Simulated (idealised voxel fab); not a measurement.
This is a process module. Its name is voxel transistor to metal.
150 nm wide, 5 nm square cells: that's cross-section cut.
Bands, listed from the top down, are how a cross-section gets written in this document; the cross-section itself is a grid of square cells, and a band is one or more rows of them. Within each band entry, the heights of the top and of the bottom of the band appear first, in that order and in nm; the materials of the band then follow from left to right, each with its corresponding width in nm. The designation "edge to edge" on a single material indicates that it fills the band from edge to edge; the designation "blank" indicates empty space. Convention: height 0 is the level below which the wafer, as received, is all one material. The lowest band does not terminate at the bottom but continues downward, represented as "from 0 down". When a width is written as two numbers, as in "30..40", the first number is the width in the top row of cells of the band and the second is the width in its bottom row, and the width changes by the same amount from each row to the next. Given "no modifications" for a step, no cell of the cross-section differs between before and after that step. "Unvented cavities" means: voids of 8 cells or more that are shut off from the top with no open way through. Written width x height at distance, distance from the left edge, in nm. Heads up: the bit after the settings on a step's line is the simulator's remark on that step. The "overlay nm" setting may appear on a step's line; for a step that uses a mask, it gives how far to the right of its planned position the mask lay, and a negative value indicates the left.

Below is the list of planned process steps:
1) op RECEIVE | material Si
2) op OXIDIZE | depth nm 5
3) op CONFORMAL_DEP | material SiN | thk nm 15
4) op DIRECTIONAL_DEP | material aC | thk nm 15
5) op PATTERN | tone cover | mask id ACTIVE | material resist | width nm 95 | thk nm 30 | overlay nm -10
6) op DIRECTIONAL_ETCH | etch materials aC | depth nm 15
7) op STRIP | etch materials resist
8) op DIRECTIONAL_ETCH | etch materials SiN | depth nm 15
9) op DIRECTIONAL_ETCH | etch materials SiO2 | depth nm 5
10) op DIRECTIONAL_ETCH | etch materials Si | depth nm 35
11) op STRIP | etch materials aC
12) op OXIDIZE | depth nm 5
13) op FILL_DEP | material SiO2 | thk nm 5
14) op CMP | height nm 15
15) op SELECTIVE_ETCH | etch materials SiO2 | depth nm 5
16) op STRIP | etch materials SiN
17) op SELECTIVE_ETCH | etch materials SiO2 | depth nm 5
18) op OXIDIZE | depth nm 5
19) op DIRECTIONAL_DEP | material polySi | thk nm 25
20) op DIRECTIONAL_DEP | material SiCN | thk nm 15
21) op DIRECTIONAL_DEP | material aC | thk nm 10
22) op PATTERN | tone cover | mask id GATE | material resist | width nm 15 | thk nm 30 | overlay nm 0
23) op DIRECTIONAL_ETCH | etch materials aC | depth nm 10
24) op STRIP | etch materials resist
25) op DIRECTIONAL_ETCH | etch materials SiCN | depth nm 25
26) op DIRECTIONAL_ETCH | etch materials polySi | depth nm 35
27) op STRIP | etch materials aC
28) op CONFORMAL_DEP | material SiO2 | thk nm 5
29) op DIRECTIONAL_ETCH | etch materials SiO2 | depth nm 5
30) op CONFORMAL_DEP | material SiN | thk nm 10
31) op DIRECTIONAL_ETCH | etch materials SiN | depth nm 10
32) op DIRECTIONAL_ETCH | etch materials SiO2 | depth nm 5
33) op EPI | material SiGe | thk nm 5
34) op FILL_DEP | material SiO2 | thk nm 10
35) op CMP | height nm 35
36) op DIRECTIONAL_DEP | material SiO2 | thk nm 15
37) op MASKED_ETCH | tone open | mask id CONTACT | width nm 30 | pitch nm 55 | etch materials SiO2 | depth nm 55 | overlay nm 0
38) op CONFORMAL_DEP | material TiN | thk nm 5
39) op FILL_DEP | material W | thk nm 5
40) op CMP | height nm 50
41) op CONFORMAL_DEP | material SiN | thk nm 5
42) op DIRECTIONAL_DEP | material lowk | thk nm 15
43) op MASKED_ETCH | tone open | mask id METAL_1 | width nm 15 | pitch nm 70 | etch materials lowk | depth nm 15 | overlay nm 0
44) op MASKED_ETCH | tone open | mask id METAL_1 | width nm 15 | pitch nm 70 | etch materials SiN | depth nm 5 | overlay nm 0
45) op CONFORMAL_DEP | material TiN | thk nm 5
46) op FILL_DEP | material Cu | thk nm 5
47) op CMP | height nm 70
48) op CONFORMAL_DEP | material SiCN | thk nm 5
varied across the wafers: overlay nm of step 5. The plan shows the first wafer's value. All wafers start alike

Step 1 complete: as-received cross-section of the first of several wafers:
    from 0 down: Si edge to edge
    Unvented cavities: none

The rows of the table below are wafers. Looking at the end of the module, a row counts, for every material, the cells the wafer has gained, shown as (+), or lost, shown as (-), since it was received; its closed voids come next:
overlay nm -10; +6 Cu; -151 Si; +39 SiCN; +6 SiGe; +64 SiN; +285 SiO2; +70 TiN; +44 W; +72 lowk; +15 polySi; Unvented cavities: none
overlay nm -5; +6 Cu; -151 Si; +39 SiCN; +6 SiGe; +64 SiN; +285 SiO2; +70 TiN; +44 W; +72 lowk; +15 polySi; Unvented cavities: none
overlay nm 0; +6 Cu; -151 Si; +39 SiCN; +6 SiGe; +64 SiN; +285 SiO2; +70 TiN; +44 W; +72 lowk; +15 polySi; Unvented cavities: none
overlay nm 5; +6 Cu; -151 Si; +39 SiCN; +6 SiGe; +64 SiN; +285 SiO2; +70 TiN; +44 W; +72 lowk; +15 polySi; Unvented cavities: none
overlay nm 10; +6 Cu; -151 Si; +39 SiCN; +6 SiGe; +64 SiN; +285 SiO2; +70 TiN; +44 W; +72 lowk; +15 polySi; Unvented cavities: none
overlay nm 15; +6 Cu; -151 Si; +39 SiCN; +6 SiGe; +64 SiN; +285 SiO2; +70 TiN; +44 W; +72 lowk; +15 polySi; Unvented cavities: none
